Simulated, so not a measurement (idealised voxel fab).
The process module presented herein is designated voxel self aligned vias.
Section cut is 210 nm wide and gridded with 5 nm square cells.
Heads up, the way a cross-section reads in here is a grid of square cells, handed over as bands from the top down, with every band being one or more rows of cells.
Band: top and bottom heights (nm) first, top before bottom; then materials from left to right, widths in nm. "throughout" marks a sole material filling the band edge to edge. "empty" denotes empty space.
Ref level 0: as-received wafer is one material below here. Bottom band extends down with no lower bound ("top 0, no bottom").
So if you see something like "30..40" for the width, read it as the top row of the band sitting at the first number and the bottom row at the second, with every row in between moving by the same amount as the last.
No cell of the cross-section changed in a step that is given as "all unchanged".
Entry "Voids lacking openings". Content: empty spaces with no open connection to the top, size 8 cells or greater. Each: width x height at distance. Distance: from left edge. Unit: nm.
Step line, after settings: the simulator's comment on this step.
On any step carrying a mask, the "overlay nm" setting, if present on the step's line, tells how far right of its planned place the mask lay; negative values point to the left.

-- Steps planned for the process
1: RECEIVE | material Si
2: CONFORMAL_DEP | material SiO2 | thk nm 10
3: CONFORMAL_DEP | material SiCN | thk nm 5
4: DIRECTIONAL_DEP | material SiO2 | thk nm 30
5: PATTERN | tone open | mask id LINES | material resist | width nm 20 | pitch nm 65 | thk nm 15 | overlay nm 0
6: DIRECTIONAL_ETCH | etch materials SiO2 | depth nm 30
7: STRIP | etch materials resist
8: CONFORMAL_DEP | material TiN | thk nm 5
9: FILL_DEP | material W | thk nm 5
10: CMP | height nm 45
11: SELECTIVE_ETCH | etch materials W Ru TiN | depth nm 5
12: FILL_DEP | material SiN | thk nm 5
13: CMP | height nm 45
14: DIRECTIONAL_DEP | material SiO2 | thk nm 20
15: DIRECTIONAL_DEP | material aC | thk nm 10
16: PATTERN | tone open | mask id VIAS | material resist | width nm 40 | pitch nm 130 | thk nm 30 | overlay nm 0
17: DIRECTIONAL_ETCH | etch materials aC | depth nm 10
18: STRIP | etch materials resist
19: DIRECTIONAL_ETCH | etch materials SiO2 | depth nm 20
20: DIRECTIONAL_ETCH | etch materials SiN | depth nm 5
21: STRIP | etch materials aC
22: CONFORMAL_DEP | material TiN | thk nm 5
23: FILL_DEP | material Cu | thk nm 5
24: CMP | height nm 65
25: CONFORMAL_DEP | material SiCN | thk nm 5

-- First wafer, two in total, run as planned

-- Delivered wafer in cross-section: state after step 1
	top 0, no bottom: Si throughout
	Voids lacking openings: none

-- Wafer section view after processing step 2
	top 10, bottom 0: SiO2 throughout
	Heights below 0 show no change.

-- Wafer section view after processing step 3
	top 15, bottom 10: SiCN throughout
	Heights below 10 show no change.

-- Wafer section view after processing step 4
	top 45, bottom 15: SiO2 throughout
	Heights below 15 show no change.

-- Wafer section view after processing step 5
	top 60, bottom 45: 30 resist  20 empty  45 resist  20 empty  45 resist  20 empty  30 resist
	Heights below 45 show no change.

-- Wafer section view after processing step 6
	top 60, bottom 45: 30 resist  20 empty  45 resist  20 empty  45 resist  20 empty  30 resist
	top 45, bottom 15: 30 SiO2  20 empty  45 SiO2  20 empty  45 SiO2  20 empty  30 SiO2
	Heights below 15 show no change.

-- Wafer section view after processing step 7
	top 45, bottom 15: 30 SiO2  20 empty  45 SiO2  20 empty  45 SiO2  20 empty  30 SiO2
	Heights below 15 show no change.

-- Wafer section view after processing step 8
	top 50, bottom 45: 35 TiN  10 empty  55 TiN  10 empty  55 TiN  10 empty  35 TiN
	top 45, bottom 20: 30 SiO2  5 TiN  10 empty  5 TiN  45 SiO2  5 TiN  10 empty  5 TiN  45 SiO2  5 TiN  10 empty  5 TiN  30 SiO2
	top 20, bottom 15: 30 SiO2  20 TiN  45 SiO2  20 TiN  45 SiO2  20 TiN  30 SiO2
	Heights below 15 show no change.

-- Wafer section view after processing step 9
	top 55, bottom 50: W throughout
	top 50, bottom 45: 35 TiN  10 W  55 TiN  10 W  55 TiN  10 W  35 TiN
	top 45, bottom 20: 30 SiO2  5 TiN  10 W  5 TiN  45 SiO2  5 TiN  10 W  5 TiN  45 SiO2  5 TiN  10 W  5 TiN  30 SiO2
	Heights below 20 show no change.

-- Wafer section view after processing step 10
	top 45, bottom 20: 30 SiO2  5 TiN  10 W  5 TiN  45 SiO2  5 TiN  10 W  5 TiN  45 SiO2  5 TiN  10 W  5 TiN  30 SiO2
	Heights below 20 show no change.

-- Wafer section view after processing step 11
	top 45, bottom 40: 30 SiO2  20 empty  45 SiO2  20 empty  45 SiO2  20 empty  30 SiO2
	Heights below 40 show no change.

-- Wafer section view after processing step 12
	top 50, bottom 45: SiN throughout
	top 45, bottom 40: 30 SiO2  20 SiN  45 SiO2  20 SiN  45 SiO2  20 SiN  30 SiO2
	Heights below 40 show no change.

-- Wafer section view after processing step 13
	top 45, bottom 40: 30 SiO2  20 SiN  45 SiO2  20 SiN  45 SiO2  20 SiN  30 SiO2
	Heights below 40 show no change.

-- Wafer section view after processing step 14
	top 65, bottom 45: SiO2 throughout
	Heights below 45 show no change.

-- Wafer section view after processing step 15
	top 75, bottom 65: aC throughout
	Heights below 65 show no change.

-- Wafer section view after processing step 16
	top 105, bottom 75: 20 resist  40 empty  90 resist  40 empty  20 resist
	Heights below 75 show no change.

-- Wafer section view after processing step 17
	top 95, bottom 75: 20 resist  40 empty  90 resist  40 empty  20 resist
	top 75, bottom 65: 20 aC  40 empty  90 aC  40 empty  20 aC
	Heights below 65 show no change.

-- Wafer section view after processing step 18
	top 75, bottom 65: 20 aC  40 empty  90 aC  40 empty  20 aC
	Heights below 65 show no change.

-- Wafer section view after processing step 19
	top 75, bottom 65: 20 aC  40 empty  90 aC  40 empty  20 aC
	top 65, bottom 45: 20 SiO2  40 empty  90 SiO2  40 empty  20 SiO2
	Heights below 45 show no change.

-- Wafer section view after processing step 20
	top 75, bottom 65: 20 aC  40 empty  90 aC  40 empty  20 aC
	top 65, bottom 45: 20 SiO2  40 empty  90 SiO2  40 empty  20 SiO2
	top 45, bottom 40: 30 SiO2  20 empty  45 SiO2  20 SiN  45 SiO2  20 empty  30 SiO2
	Heights below 40 show no change.

-- Wafer section view after processing step 21
	top 65, bottom 45: 20 SiO2  40 empty  90 SiO2  40 empty  20 SiO2
	Heights below 45 show no change.

-- Wafer section view after processing step 22
	top 70, bottom 65: 25 TiN  30 empty  100 TiN  30 empty  25 TiN
	top 65, bottom 50: 20 SiO2  5 TiN  30 empty  5 TiN  90 SiO2  5 TiN  30 empty  5 TiN  20 SiO2
	top 50, bottom 45: 20 SiO2  15 TiN  10 empty  15 TiN  90 SiO2  15 TiN  10 empty  15 TiN  20 SiO2
	top 45, bottom 40: 30 SiO2  20 TiN  45 SiO2  20 SiN  45 SiO2  20 TiN  30 SiO2
	Heights below 40 show no change.

-- Wafer section view after processing step 23
	top 75, bottom 70: Cu throughout
	top 70, bottom 65: 25 TiN  30 Cu  100 TiN  30 Cu  25 TiN
	top 65, bottom 50: 20 SiO2  5 TiN  30 Cu  5 TiN  90 SiO2  5 TiN  30 Cu  5 TiN  20 SiO2
	top 50, bottom 45: 20 SiO2  15 TiN  10 Cu  15 TiN  90 SiO2  15 TiN  10 Cu  15 TiN  20 SiO2
	Heights below 45 show no change.

-- Wafer section view after processing step 24
	top 65, bottom 50: 20 SiO2  5 TiN  30 Cu  5 TiN  90 SiO2  5 TiN  30 Cu  5 TiN  20 SiO2
	Heights below 50 show no change.

-- Wafer section view after processing step 25
	top 70, bottom 65: SiCN throughout
	Heights below 65 show no change.

-- Wafer two of the pair: same origin, same plan, one error during the run; identical to wafer one up to and including step 15

-- Cross-section of the second wafer at the time step 16 of the plan should have ended
	top 105, bottom 75: 20 resist  45 empty  85 resist  45 empty  15 resist
	Heights below 75 show no change.

-- Cross-section of the second wafer at the time step 17 of the plan should have ended
	top 95, bottom 75: 20 resist  45 empty  85 resist  45 empty  15 resist
	top 75, bottom 65: 20 aC  45 empty  85 aC  45 empty  15 aC
	Heights below 65 show no change.

-- Cross-section of the second wafer at the time step 18 of the plan should have ended
	top 75, bottom 65: 20 aC  45 empty  85 aC  45 empty  15 aC
	Heights below 65 show no change.

-- Cross-section of the second wafer at the time step 19 of the plan should have ended
	top 75, bottom 65: 20 aC  45 empty  85 aC  45 empty  15 aC
	top 65, bottom 45: 20 SiO2  45 empty  85 SiO2  45 empty  15 SiO2
	Heights below 45 show no change.

-- Cross-section of the second wafer at the time step 20 of the plan should have ended
	top 75, bottom 65: 20 aC  45 empty  85 aC  45 empty  15 aC
	top 65, bottom 45: 20 SiO2  45 empty  85 SiO2  45 empty  15 SiO2
	top 45, bottom 40: 30 SiO2  20 empty  45 SiO2  20 SiN  45 SiO2  20 empty  30 SiO2
	Heights below 40 show no change.

-- Cross-section of the second wafer at the time step 21 of the plan should have ended
	top 65, bottom 45: 20 SiO2  45 empty  85 SiO2  45 empty  15 SiO2
	Heights below 45 show no change.

-- Cross-section of the second wafer at the time step 22 of the plan should have ended
	top 70, bottom 65: 25 TiN  35 empty  95 TiN  35 empty  20 TiN
	top 65, bottom 50: 20 SiO2  5 TiN  35 empty  5 TiN  85 SiO2  5 TiN  35 empty  5 TiN  15 SiO2
	top 50, bottom 45: 20 SiO2  15 TiN  10 empty  20 TiN  85 SiO2  15 TiN  10 empty  20 TiN  15 SiO2
	top 45, bottom 40: 30 SiO2  20 TiN  45 SiO2  20 SiN  45 SiO2  20 TiN  30 SiO2
	Heights below 40 show no change.

-- Cross-section of the second wafer at the time step 23 of the plan should have ended
	top 75, bottom 70: Cu throughout
	top 70, bottom 65: 25 TiN  35 Cu  95 TiN  35 Cu  20 TiN
	top 65, bottom 50: 20 SiO2  5 TiN  35 Cu  5 TiN  85 SiO2  5 TiN  35 Cu  5 TiN  15 SiO2
	top 50, bottom 45: 20 SiO2  15 TiN  10 Cu  20 TiN  85 SiO2  15 TiN  10 Cu  20 TiN  15 SiO2
	Heights below 45 show no change.

-- Cross-section of the second wafer at the time step 24 of the plan should have ended
	top 65, bottom 50: 20 SiO2  5 TiN  35 Cu  5 TiN  85 SiO2  5 TiN  35 Cu  5 TiN  15 SiO2
	Heights below 50 show no change.

-- Cross-section of the second wafer at the time step 25 of the plan should have ended
	top 70, bottom 65: SiCN throughout
	Heights below 65 show no change.
Deviation from plan: for step 16, the planned setting was not used; the step was instead run as PATTERN | tone open | mask id VIAS | material resist | width nm 45 | pitch nm 130 | thk nm 30 | overlay nm 0
Wrapping up, a cell-based count of both wafers puts the second over or under the first for these materials: 6 more of Cu | 8 fewer of SiO2 | 2 more of TiN
